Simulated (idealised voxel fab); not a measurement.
The process module that follows is named voxel self aligned contacts.
Square cells of 5 nm make up the cross-section cut, whose width is 170 nm.
For the purposes of this document, a cross-section shall be understood as a grid of square cells, specified as bands listed in top-to-bottom order, each band consisting of one or more rows of cells.
Per band: top height and bottom height in nm, followed by the left-to-right materials and their widths in nm; "edge to edge" marks a single material spanning edge to edge, "air" marks empty space.
The reference from which all heights are counted is 0, the level beneath which the as-received wafer is entirely one material; the lowest band, having no lower bound, proceeds downward and is written after the example "from 0 down".
The expression "30->40" gives the width at the extremes of the band, the first number at its top row of cells and the second at its bottom row, with the width changing by equal amounts from each row to the next in between.
Any step labelled "same as before" changed none of the cells in the cross-section.
Entry "Completely enclosed voids" = empty spaces >= 8 cells with no open way to the top; each as width x height at distance, distance from left edge, all nm.
Past the settings on a step's line: simulator remark, on that step.
"overlay nm", when on a step's line for a step with a mask, measures how far to the right of its planned place the mask lay; a negative measure means to the left.

PROCESS STEPS - PLAN
1: op RECEIVE | material Si
2: op OXIDIZE | depth nm 5
3: op DIRECTIONAL_DEP | material polySi | thk nm 20
4: op DIRECTIONAL_DEP | material SiN | thk nm 25
5: op DIRECTIONAL_DEP | material aC | thk nm 15
6: op PATTERN | tone cover | mask id GATE | material resist | width nm 35 | pitch nm 70 | thk nm 30 | overlay nm 0
7: op DIRECTIONAL_ETCH | etch materials aC | depth nm 15
8: op STRIP | etch materials resist
9: op DIRECTIONAL_ETCH | etch materials SiN | depth nm 25
10: op DIRECTIONAL_ETCH | etch materials polySi | depth nm 20
11: op STRIP | etch materials aC
12: op CONFORMAL_DEP | material SiN | thk nm 10
13: op DIRECTIONAL_ETCH | etch materials SiN | depth nm 10
14: op FILL_DEP | material SiO2 | thk nm 15
15: op CMP | height nm 50
16: op PATTERN | tone open | mask id CONTACT | material resist | width nm 55 | thk nm 20 | overlay nm 0
17: op DIRECTIONAL_ETCH | etch materials SiO2 | depth nm 55
18: op STRIP | etch materials resist
19: op CONFORMAL_DEP | material TiN | thk nm 5
20: op FILL_DEP | material Ru | thk nm 5
21: op CMP | height nm 50
22: op CONFORMAL_DEP | material SiCN | thk nm 5

CROSS-SECTIONAL VIEW OF THE WAFER IN ITS AS-RECEIVED CONDITION, CORRESPONDING TO THE STATE AFTER STEP 1
	from 0 down = Si edge to edge
	Completely enclosed voids: none

MODULE COMPLETE, CROSS-SECTION. STARTING POINT AND PLAN PER ABOVE. ONE MISTAKE MADE IN RUNNING THE MODULE
	from 55 to 50 = SiCN edge to edge
	from 50 to 45 = 55 nm SiO2 | 25 nm TiN | 5 nm Ru | 25 nm TiN | 60 nm SiO2
	from 45 to 20 = 20 nm SiO2 | 55 nm SiN | 5 nm TiN | 5 nm Ru | 5 nm TiN | 55 nm SiN | 25 nm SiO2
	from 20 to 5 = 20 nm SiO2 | 10 nm SiN | 35 nm polySi | 10 nm SiN | 5 nm TiN | 5 nm Ru | 5 nm TiN | 10 nm SiN | 35 nm polySi | 10 nm SiN | 25 nm SiO2
	from 5 to 0 = 20 nm SiO2 | 10 nm SiN | 35 nm polySi | 10 nm SiN | 15 nm TiN | 10 nm SiN | 35 nm polySi | 10 nm SiN | 25 nm SiO2
	from 0 down = Si edge to edge
	Completely enclosed voids: none
The plan and the run diverged here: the plan's step 2 was left out and never carried out
